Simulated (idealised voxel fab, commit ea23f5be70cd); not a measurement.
Process module heading - voxel wiring stack
The cross-section on display is named cut; it measures 215 nm wide, and its cells are 5 nm squares.
Think of the cross-section as a grid of square cells. We describe it in bands, top to bottom, and each band covers one or more rows of those cells. This entry defines a band. It first specifies the height of the band's top and the height of its bottom in nm, and then specifies the band's materials from left to right, stating each material with its width in nm. The word "throughout" identifies a single material that fills the band from edge to edge, while the word "blank" identifies empty space. Heights are measured from 0, the level below which the as-received wafer is all one material; the lowest band has no bottom and continues downward, written as in "0 and below". Read "30..40" as a graded width: first number on top, second number at the bottom, same change between each pair of neighbouring rows. Given "stayed the same" for a step, no cell of the cross-section differs between before and after that step. Any empty space of 8 cells or more lacking an open way to the top shows up in "Encapsulated voids" as width x height at distance, distance from the left edge, in nm. It should be noted that, on the line of a given step, the content following the step's settings is a remark produced by the simulator itself with respect to that step. You can add "overlay nm" to a step's line. For a step with a mask, it describes how far the mask lay to the right of its planned position, and a negative number describes a lay to the left.
Planned step list for the process:
step 1: RECEIVE: material Si
step 2: CONFORMAL_DEP: material SiO2, thk nm 10
step 3: CONFORMAL_DEP: material SiN, thk nm 5
step 4: DIRECTIONAL_DEP: material SiO2, thk nm 25
step 5: DIRECTIONAL_DEP: material aC, thk nm 15
step 6: PATTERN: tone open, mask id METAL_1, material resist, width nm 30, pitch nm 50, thk nm 30, overlay nm 0
step 7: DIRECTIONAL_ETCH: etch materials aC, depth nm 15
step 8: STRIP: etch materials resist
step 9: DIRECTIONAL_ETCH: etch materials SiO2, depth nm 25
step 10: DIRECTIONAL_ETCH: etch materials SiN, depth nm 5
step 11: STRIP: etch materials aC
step 12: CONFORMAL_DEP: material TiN, thk nm 5
step 13: FILL_DEP: material Cu, thk nm 5
step 14: CMP: height nm 40
step 15: CONFORMAL_DEP: material SiCN, thk nm 5
step 16: DIRECTIONAL_DEP: material SiO2, thk nm 35
step 17: DIRECTIONAL_DEP: material aC, thk nm 15
step 18: PATTERN: tone open, mask id METAL_2, material resist, width nm 30, pitch nm 50, thk nm 35, overlay nm 0
step 19: DIRECTIONAL_ETCH: etch materials aC, depth nm 15
step 20: STRIP: etch materials resist
step 21: DIRECTIONAL_ETCH: etch materials SiO2, depth nm 20
step 22: STRIP: etch materials aC
step 23: MASKED_ETCH: tone open, mask id METAL_2_HOLES, width nm 15, pitch nm 100, etch materials SiO2, depth nm 15, overlay nm 0
step 24: MASKED_ETCH: tone open, mask id METAL_2_HOLES, width nm 15, pitch nm 100, etch materials SiCN, depth nm 5, overlay nm 0
step 25: CONFORMAL_DEP: material TiN, thk nm 5
step 26: FILL_DEP: material Cu, thk nm 5
step 27: CMP: height nm 80
step 28: CONFORMAL_DEP: material SiCN, thk nm 5
step 29: DIRECTIONAL_DEP: material SiO2, thk nm 15
step 30: MASKED_ETCH: tone open, mask id PLUG_2, width nm 15, pitch nm 50, etch materials SiO2, depth nm 15, overlay nm 0
step 31: MASKED_ETCH: tone open, mask id PLUG_2, width nm 15, pitch nm 50, etch materials SiCN, depth nm 5, overlay nm 0
step 32: CONFORMAL_DEP: material TiN, thk nm 5
step 33: FILL_DEP: material Ru, thk nm 10
step 34: CMP: height nm 100
step 35: CONFORMAL_DEP: material SiCN, thk nm 5
step 36: DIRECTIONAL_DEP: material SiO2, thk nm 20
step 37: DIRECTIONAL_DEP: material aC, thk nm 15
step 38: PATTERN: tone open, mask id METAL_3, material resist, width nm 30, pitch nm 50, thk nm 35, overlay nm 0
step 39: DIRECTIONAL_ETCH: etch materials aC, depth nm 15
step 40: STRIP: etch materials resist
step 41: DIRECTIONAL_ETCH: etch materials SiO2, depth nm 20
step 42: DIRECTIONAL_ETCH: etch materials SiCN, depth nm 5
step 43: STRIP: etch materials aC
step 44: CONFORMAL_DEP: material TiN, thk nm 5
step 45: FILL_DEP: material Cu, thk nm 5
step 46: CMP: height nm 125
step 47: CONFORMAL_DEP: material SiCN, thk nm 5
step 48: DIRECTIONAL_DEP: material lowk, thk nm 10
step 49: PATTERN: tone open, mask id PLUG_3, material resist, width nm 15, pitch nm 50, thk nm 15, overlay nm 0
step 50: DIRECTIONAL_ETCH: etch materials lowk, depth nm 10
step 51: DIRECTIONAL_ETCH: etch materials SiCN, depth nm 5
step 52: STRIP: etch materials resist
step 53: CONFORMAL_DEP: material TiN, thk nm 5
step 54: FILL_DEP: material Ru, thk nm 10
step 55: CMP: height nm 140
step 56: DIRECTIONAL_DEP: material TiN, thk nm 5
step 57: DIRECTIONAL_DEP: material W, thk nm 20
step 58: DIRECTIONAL_DEP: material aC, thk nm 10
step 59: PATTERN: tone cover, mask id METAL_4, material resist, width nm 30, pitch nm 50, thk nm 25, overlay nm 0
step 60: DIRECTIONAL_ETCH: etch materials aC, depth nm 10
step 61: STRIP: etch materials resist
step 62: DIRECTIONAL_ETCH: etch materials W, depth nm 20
step 63: DIRECTIONAL_ETCH: etch materials TiN, depth nm 5
step 64: STRIP: etch materials aC
step 65: CONFORMAL_DEP: material SiCN, thk nm 5
step 66: FILL_DEP: material SiO2, thk nm 10
step 67: CMP: height nm 165
step 68: CONFORMAL_DEP: material SiN, thk nm 5
Cross-section of the wafer as it came to us, i.e., already through step 1:
* 0 and below | Si throughout
* Encapsulated voids: none
First of two wafers: cross-section at end of module, run per plan:
* 170 down to 165 | SiN throughout
* 165 down to 145 | SiO2: 10 / SiCN: 5 / W: 30 / SiCN: 5 / SiO2: 10 / SiCN: 5 / W: 30 / SiCN: 5 / SiO2: 10 / SiCN: 5 / W: 30 / SiCN: 5 / SiO2: 10 / SiCN: 5 / W: 30 / SiCN: 5 / SiO2: 15
* 145 down to 140 | SiCN: 15 / TiN: 30 / SiCN: 20 / TiN: 30 / SiCN: 20 / TiN: 30 / SiCN: 20 / TiN: 30 / SiCN: 20
* 140 down to 130 | lowk: 15 / TiN: 5 / Ru: 5 / TiN: 5 / lowk: 35 / TiN: 5 / Ru: 5 / TiN: 5 / lowk: 35 / TiN: 5 / Ru: 5 / TiN: 5 / lowk: 35 / TiN: 5 / Ru: 5 / TiN: 5 / lowk: 35
* 130 down to 125 | SiCN: 15 / TiN: 15 / SiCN: 35 / TiN: 15 / SiCN: 35 / TiN: 15 / SiCN: 35 / TiN: 15 / SiCN: 35
* 125 down to 105 | SiO2: 15 / TiN: 5 / Cu: 20 / TiN: 5 / SiO2: 20 / TiN: 5 / Cu: 20 / TiN: 5 / SiO2: 20 / TiN: 5 / Cu: 20 / TiN: 5 / SiO2: 20 / TiN: 5 / Cu: 20 / TiN: 5 / SiO2: 20
* 105 down to 100 | SiCN: 15 / TiN: 30 / SiCN: 20 / TiN: 30 / SiCN: 20 / TiN: 30 / SiCN: 20 / TiN: 30 / SiCN: 20
* 100 down to 85 | SiO2: 15 / TiN: 5 / Ru: 5 / TiN: 5 / SiO2: 35 / TiN: 5 / Ru: 5 / TiN: 5 / SiO2: 35 / TiN: 5 / Ru: 5 / TiN: 5 / SiO2: 35 / TiN: 5 / Ru: 5 / TiN: 5 / SiO2: 35
* 85 down to 80 | SiCN: 15 / TiN: 15 / SiCN: 35 / TiN: 15 / SiCN: 35 / TiN: 15 / SiCN: 35 / TiN: 15 / SiCN: 35
* 80 down to 65 | SiO2: 15 / TiN: 5 / Cu: 20 / TiN: 5 / SiO2: 20 / TiN: 5 / Cu: 20 / TiN: 5 / SiO2: 20 / TiN: 5 / Cu: 20 / TiN: 5 / SiO2: 20 / TiN: 5 / Cu: 20 / TiN: 5 / SiO2: 20
* 65 down to 60 | SiO2: 15 / TiN: 5 / Cu: 5 / TiN: 20 / SiO2: 20 / TiN: 30 / SiO2: 20 / TiN: 5 / Cu: 5 / TiN: 20 / SiO2: 20 / TiN: 30 / SiO2: 20
* 60 down to 45 | SiO2: 15 / TiN: 5 / Cu: 5 / TiN: 5 / SiO2: 85 / TiN: 5 / Cu: 5 / TiN: 5 / SiO2: 85
* 45 down to 40 | SiCN: 15 / TiN: 15 / SiCN: 85 / TiN: 15 / SiCN: 85
* 40 down to 15 | SiO2: 15 / TiN: 5 / Cu: 20 / TiN: 5 / SiO2: 20 / TiN: 5 / Cu: 20 / TiN: 5 / SiO2: 20 / TiN: 5 / Cu: 20 / TiN: 5 / SiO2: 20 / TiN: 5 / Cu: 20 / TiN: 5 / SiO2: 20
* 15 down to 10 | SiN: 15 / TiN: 30 / SiN: 20 / TiN: 30 / SiN: 20 / TiN: 30 / SiN: 20 / TiN: 30 / SiN: 20
* 10 down to 0 | SiO2 throughout
* 0 and below | Si throughout
* Encapsulated voids: none
Cross-section, second wafer: same start as the first, same plan as the first, one mistake in running it; taken at the end of the module:
* 170 down to 165 | SiN throughout
* 165 down to 145 | SiO2: 10 / SiCN: 5 / W: 30 / SiCN: 5 / SiO2: 10 / SiCN: 5 / W: 30 / SiCN: 5 / SiO2: 10 / SiCN: 5 / W: 30 / SiCN: 5 / SiO2: 10 / SiCN: 5 / W: 30 / SiCN: 5 / SiO2: 15
* 145 down to 140 | SiCN: 15 / TiN: 30 / SiCN: 20 / TiN: 30 / SiCN: 20 / TiN: 30 / SiCN: 20 / TiN: 30 / SiCN: 20
* 140 down to 130 | lowk: 15 / TiN: 5 / Ru: 5 / TiN: 5 / lowk: 35 / TiN: 5 / Ru: 5 / TiN: 5 / lowk: 35 / TiN: 5 / Ru: 5 / TiN: 5 / lowk: 35 / TiN: 5 / Ru: 5 / TiN: 5 / lowk: 35
* 130 down to 125 | SiCN: 15 / TiN: 15 / SiCN: 35 / TiN: 15 / SiCN: 35 / TiN: 15 / SiCN: 35 / TiN: 15 / SiCN: 35
* 125 down to 105 | W throughout
* 105 down to 100 | SiCN throughout
* 100 down to 85 | SiO2: 15 / TiN: 5 / Ru: 5 / TiN: 5 / SiO2: 35 / TiN: 5 / Ru: 5 / TiN: 5 / SiO2: 35 / TiN: 5 / Ru: 5 / TiN: 5 / SiO2: 35 / TiN: 5 / Ru: 5 / TiN: 5 / SiO2: 35
* 85 down to 80 | SiCN: 15 / TiN: 15 / SiCN: 35 / TiN: 15 / SiCN: 35 / TiN: 15 / SiCN: 35 / TiN: 15 / SiCN: 35
* 80 down to 65 | SiO2: 15 / TiN: 5 / Cu: 20 / TiN: 5 / SiO2: 20 / TiN: 5 / Cu: 20 / TiN: 5 / SiO2: 20 / TiN: 5 / Cu: 20 / TiN: 5 / SiO2: 20 / TiN: 5 / Cu: 20 / TiN: 5 / SiO2: 20
* 65 down to 60 | SiO2: 15 / TiN: 5 / Cu: 5 / TiN: 20 / SiO2: 20 / TiN: 30 / SiO2: 20 / TiN: 5 / Cu: 5 / TiN: 20 / SiO2: 20 / TiN: 30 / SiO2: 20
* 60 down to 45 | SiO2: 15 / TiN: 5 / Cu: 5 / TiN: 5 / SiO2: 85 / TiN: 5 / Cu: 5 / TiN: 5 / SiO2: 85
* 45 down to 40 | SiCN: 15 / TiN: 15 / SiCN: 85 / TiN: 15 / SiCN: 85
* 40 down to 15 | SiO2: 15 / TiN: 5 / Cu: 20 / TiN: 5 / SiO2: 20 / TiN: 5 / Cu: 20 / TiN: 5 / SiO2: 20 / TiN: 5 / Cu: 20 / TiN: 5 / SiO2: 20 / TiN: 5 / Cu: 20 / TiN: 5 / SiO2: 20
* 15 down to 10 | SiN: 15 / TiN: 30 / SiN: 20 / TiN: 30 / SiN: 20 / TiN: 30 / SiN: 20 / TiN: 30 / SiN: 20
* 10 down to 0 | SiO2 throughout
* 0 and below | Si throughout
* Encapsulated voids: none
What was done differently from what was planned? step 36 was not run as planned; what actually ran was DIRECTIONAL_DEP: material W, thk nm 20
End check, counted in cells, second wafer has more or fewer of these materials than the first: Cu -64; SiCN +24; SiO2 -76; TiN -56; W +172
